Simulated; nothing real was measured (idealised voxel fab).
Process module in this document: voxel air gaps
This is section cut - it's 300 nm across, gridded in 5 nm square cells.
Cross-sections here: square-cell grids, written as top-down lists of bands, a band being one or more rows of cells. Heights first: top, then bottom, in nm. Then materials, left to right, each with a width in nm. "full width" on a single material: fills the band edge to edge. "air": empty space. Measure heights from 0. That's the level where, below it, the as-received wafer is all one material. The lowest band is bottomless and extends downward; write it as in "0 -> down". Think of "30 to 40" as a width that walks from the first number to the second as you go down the band, top row to bottom row, taking equal-sized steps from row to row. No cell of the cross-section changed in a step that is given as "nothing changed". Heads up: "Closed voids list" only lists the empty pockets with no open path to the top that are 8 cells or more, and it writes them as width x height at distance, distance from the left edge, in nm. That trailing text on a step's line, after the settings, is the simulator's own remark on the step. overlay nm: for a step with a mask, the amount by which the mask lay right of where it was planned; a negative amount means left of it.
List of planned process steps:
- 1: RECEIVE: material Si
- 2: CONFORMAL_DEP: material SiO2, thk nm 15
- 3: CONFORMAL_DEP: material SiN, thk nm 5
- 4: DIRECTIONAL_DEP: material lowk, thk nm 35
- 5: PATTERN: tone open, mask id LINES, material resist, width nm 15, pitch nm 40, thk nm 15, overlay nm 0
- 6: DIRECTIONAL_ETCH: etch materials lowk, depth nm 35
- 7: STRIP: etch materials resist
- 8: CONFORMAL_DEP: material TiN, thk nm 5
- 9: FILL_DEP: material Ru, thk nm 5
- 10: CMP: height nm 55
- 11: EPI: material Ru, thk nm 10
- 12: SELECTIVE_ETCH: etch materials lowk, depth nm 45
- 13: CONFORMAL_DEP: material SiCN, thk nm 5
Incoming wafer, cross-sectional view, post step 1:
* 0 -> down = Si full width
* Closed voids list: none
Cross-section: first of two wafers, module finished, run according to plan:
* 70 -> 65 = 65 air / 165 SiCN / 70 air
* 65 -> 55 = 65 air / 5 SiCN / 35 Ru / 5 SiCN / 35 Ru / 5 SiCN / 35 Ru / 5 SiCN / 35 Ru / 5 SiCN / 70 air
* 55 -> 50 = 65 air / 15 SiCN / 5 TiN / 5 Ru / 5 TiN / 25 SiCN / 5 TiN / 5 Ru / 5 TiN / 25 SiCN / 5 TiN / 5 Ru / 5 TiN / 25 SiCN / 5 TiN / 5 Ru / 5 TiN / 15 SiCN / 70 air
* 50 -> 25 = 75 air / 5 SiCN / 5 TiN / 5 Ru / 5 TiN / 5 SiCN / 15 air / 5 SiCN / 5 TiN / 5 Ru / 5 TiN / 5 SiCN / 15 air / 5 SiCN / 5 TiN / 5 Ru / 5 TiN / 5 SiCN / 15 air / 5 SiCN / 5 TiN / 5 Ru / 5 TiN / 5 SiCN / 80 air
* 25 -> 20 = 80 SiCN / 15 TiN / 25 SiCN / 15 TiN / 25 SiCN / 15 TiN / 25 SiCN / 15 TiN / 85 SiCN
* 20 -> 15 = SiN full width
* 15 -> 0 = SiO2 full width
* 0 -> down = Si full width
* Closed voids list: 15 x 25 at 100; 15 x 25 at 140; 15 x 25 at 180
Module end: cross-section of wafer two of two. Same start and process plan as the first wafer. One mistake during execution:
* 70 -> 65 = 55 air / 165 SiCN / 80 air
* 65 -> 55 = 55 air / 5 SiCN / 35 Ru / 5 SiCN / 35 Ru / 5 SiCN / 35 Ru / 5 SiCN / 35 Ru / 5 SiCN / 80 air
* 55 -> 50 = 55 air / 15 SiCN / 5 TiN / 5 Ru / 5 TiN / 25 SiCN / 5 TiN / 5 Ru / 5 TiN / 25 SiCN / 5 TiN / 5 Ru / 5 TiN / 25 SiCN / 5 TiN / 5 Ru / 5 TiN / 15 SiCN / 80 air
* 50 -> 25 = 65 air / 5 SiCN / 5 TiN / 5 Ru / 5 TiN / 5 SiCN / 15 air / 5 SiCN / 5 TiN / 5 Ru / 5 TiN / 5 SiCN / 15 air / 5 SiCN / 5 TiN / 5 Ru / 5 TiN / 5 SiCN / 15 air / 5 SiCN / 5 TiN / 5 Ru / 5 TiN / 5 SiCN / 90 air
* 25 -> 20 = 70 SiCN / 15 TiN / 25 SiCN / 15 TiN / 25 SiCN / 15 TiN / 25 SiCN / 15 TiN / 95 SiCN
* 20 -> 15 = SiN full width
* 15 -> 0 = SiO2 full width
* 0 -> down = Si full width
* Closed voids list: 15 x 25 at 90; 15 x 25 at 130; 15 x 25 at 170
The mistake made against the process plan was this: for step 5, the planned setting was not used; the step was instead run as PATTERN: tone open, mask id LINES, material resist, width nm 15, pitch nm 40, thk nm 15, overlay nm -10
Final state: per-material cell counts identical on both wafers; locations differ.
